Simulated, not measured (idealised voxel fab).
Process module under the name voxel capacitor over wiring
cross-section cut | 270 nm wide | cells 5 nm
Cross-section layout: square cells on a grid; listed as bands, top to bottom; a band spans one or more cell rows.
Basically the band line says how high the top is and how high the bottom is, in nm, and then what's in it from left to right, every material with its width in nm. Empty space shows up as "empty", and if a single material carries "everywhere" it runs the full band edge to edge.
A quick word on heights: they are counted from 0, and under that level the wafer as it came to us is one material throughout. The lowest band is different from the rest in having no bottom; it simply continues downward, written as in "0 and below".
The notation "30..40" denotes a width that varies across the rows of cells in the band, beginning at the first number in the top row, finishing at the second number in the bottom row, and changing by an identical amount from each row to the next.
"same as before" -> step changed no cross-section cell.
Under "Closed void roster" you'll find the enclosed gaps, the ones with no way out to the top, that are 8 cells or bigger; each reads width x height at distance, with distance counted from the left edge, everything in nm.
Anything after a step's settings on that line? It's the simulator's own note about the step.
overlay nm: right-of-plan distance of the mask on a masked step; negative values mean left-of-plan.
[Process steps - plan]
1 RECEIVE,material Si
2 CONFORMAL_DEP,material SiO2,thk nm 15
3 DIRECTIONAL_DEP,material TiN,thk nm 5
4 DIRECTIONAL_DEP,material Ru,thk nm 25
5 PATTERN,tone cover,mask id METAL_1,material resist,width nm 20,pitch nm 75,thk nm 15,overlay nm 0
6 DIRECTIONAL_ETCH,etch materials Ru,depth nm 25
7 DIRECTIONAL_ETCH,etch materials TiN,depth nm 5
8 STRIP,etch materials resist
9 CONFORMAL_DEP,material SiN,thk nm 5
10 FILL_DEP,material lowk,thk nm 10
11 CMP,height nm 45
12 CONFORMAL_DEP,material SiCN,thk nm 5
13 DIRECTIONAL_DEP,material lowk,thk nm 10
14 DIRECTIONAL_DEP,material aC,thk nm 10
15 PATTERN,tone open,mask id PLUG_1,material resist,width nm 15,thk nm 25,overlay nm -15
16 DIRECTIONAL_ETCH,etch materials aC,depth nm 10
17 STRIP,etch materials resist
18 DIRECTIONAL_ETCH,etch materials lowk,depth nm 10
19 DIRECTIONAL_ETCH,etch materials SiCN,depth nm 5
20 STRIP,etch materials aC
21 CONFORMAL_DEP,material TiN,thk nm 5
22 FILL_DEP,material Ru,thk nm 10
23 CMP,height nm 60
24 DIRECTIONAL_DEP,material TiN,thk nm 10
25 DIRECTIONAL_DEP,material SiN,thk nm 5
26 DIRECTIONAL_DEP,material TiN,thk nm 10
27 PATTERN,tone cover,mask id UPPER_PLATE,material resist,width nm 60,thk nm 20,overlay nm 0
28 DIRECTIONAL_ETCH,etch materials TiN,depth nm 10
29 DIRECTIONAL_ETCH,etch materials SiN,depth nm 5
30 STRIP,etch materials resist
31 MASKED_ETCH,tone cover,mask id LOWER_PLATE,width nm 70,etch materials TiN,depth nm 10,overlay nm 0
32 FILL_DEP,material SiO2,thk nm 20
33 CMP,height nm 100
34 DIRECTIONAL_DEP,material aC,thk nm 10
35 PATTERN,tone open,mask id PLUG_2,material resist,width nm 15,thk nm 25,overlay nm 0
36 DIRECTIONAL_ETCH,etch materials aC,depth nm 10
37 STRIP,etch materials resist
38 DIRECTIONAL_ETCH,etch materials SiO2,depth nm 15
39 STRIP,etch materials aC
40 CONFORMAL_DEP,material TiN,thk nm 5
41 FILL_DEP,material Ru,thk nm 10
42 CMP,height nm 100
43 CONFORMAL_DEP,material SiN,thk nm 5
Wafer-to-wafer difference: overlay nm, step 15. Common start. Plan = first wafer's value.
[Sectional view: first of several wafers, as received, after step 1]
  0 and below | Si everywhere
  Closed void roster: none
[First of several wafers in cross-section at module end, following the final step, step 43]
  105 down to 100 | SiN everywhere
  100 down to 90 | SiO2: 100 | TiN: 5 | Ru: 5 | TiN: 5 | SiO2: 155
  90 down to 85 | SiO2: 100 | TiN: 15 | SiO2: 155
  85 down to 75 | SiO2: 90 | TiN: 60 | SiO2: 120
  75 down to 70 | SiO2: 90 | SiN: 60 | SiO2: 120
  70 down to 60 | SiO2: 85 | TiN: 70 | SiO2: 115
  60 down to 50 | lowk: 75 | TiN: 5 | Ru: 5 | TiN: 5 | lowk: 180
  50 down to 45 | SiCN: 75 | TiN: 15 | SiCN: 180
  45 down to 20 | lowk: 80 | SiN: 5 | Ru: 20 | SiN: 5 | lowk: 45 | SiN: 5 | Ru: 20 | SiN: 5 | lowk: 85
  20 down to 15 | SiN: 85 | TiN: 20 | SiN: 55 | TiN: 20 | SiN: 90
  15 down to 0 | SiO2 everywhere
  0 and below | Si everywhere
  Closed void roster: none
[Of the several wafers, the last: cross-section at the end of the module]
  105 down to 100 | SiN everywhere
  100 down to 90 | SiO2: 100 | TiN: 5 | Ru: 5 | TiN: 5 | SiO2: 155
  90 down to 85 | SiO2: 100 | TiN: 15 | SiO2: 155
  85 down to 75 | SiO2: 90 | TiN: 60 | SiO2: 120
  75 down to 70 | SiO2: 90 | SiN: 60 | SiO2: 120
  70 down to 60 | SiO2: 85 | TiN: 70 | SiO2: 115
  60 down to 50 | lowk: 105 | TiN: 5 | Ru: 5 | TiN: 5 | lowk: 150
  50 down to 45 | SiCN: 105 | TiN: 15 | SiCN: 150
  45 down to 20 | lowk: 80 | SiN: 5 | Ru: 20 | SiN: 5 | lowk: 45 | SiN: 5 | Ru: 20 | SiN: 5 | lowk: 85
  20 down to 15 | SiN: 85 | TiN: 20 | SiN: 55 | TiN: 20 | SiN: 90
  15 down to 0 | SiO2 everywhere
  0 and below | Si everywhere
  Closed void roster: none
[So in this table every wafer gets its own row, and what you see is where it stands at the end of the module: for each material, how many cells it picked up (+) or gave up (-) since we received it, and after that its closed voids]
overlay nm -15, +44 Ru, +51 SiCN, +132 SiN, +521 SiO2, +74 TiN, +312 lowk, Closed void roster: none
overlay nm -10, +44 Ru, +51 SiCN, +132 SiN, +521 SiO2, +74 TiN, +312 lowk, Closed void roster: none
overlay nm -5, +44 Ru, +51 SiCN, +132 SiN, +521 SiO2, +74 TiN, +312 lowk, Closed void roster: none
overlay nm 0, +44 Ru, +51 SiCN, +132 SiN, +521 SiO2, +74 TiN, +312 lowk, Closed void roster: none
overlay nm 5, +44 Ru, +51 SiCN, +132 SiN, +521 SiO2, +74 TiN, +312 lowk, Closed void roster: none
overlay nm 10, +44 Ru, +51 SiCN, +132 SiN, +521 SiO2, +74 TiN, +312 lowk, Closed void roster: none
overlay nm 15, +44 Ru, +51 SiCN, +132 SiN, +521 SiO2, +74 TiN, +312 lowk, Closed void roster: none
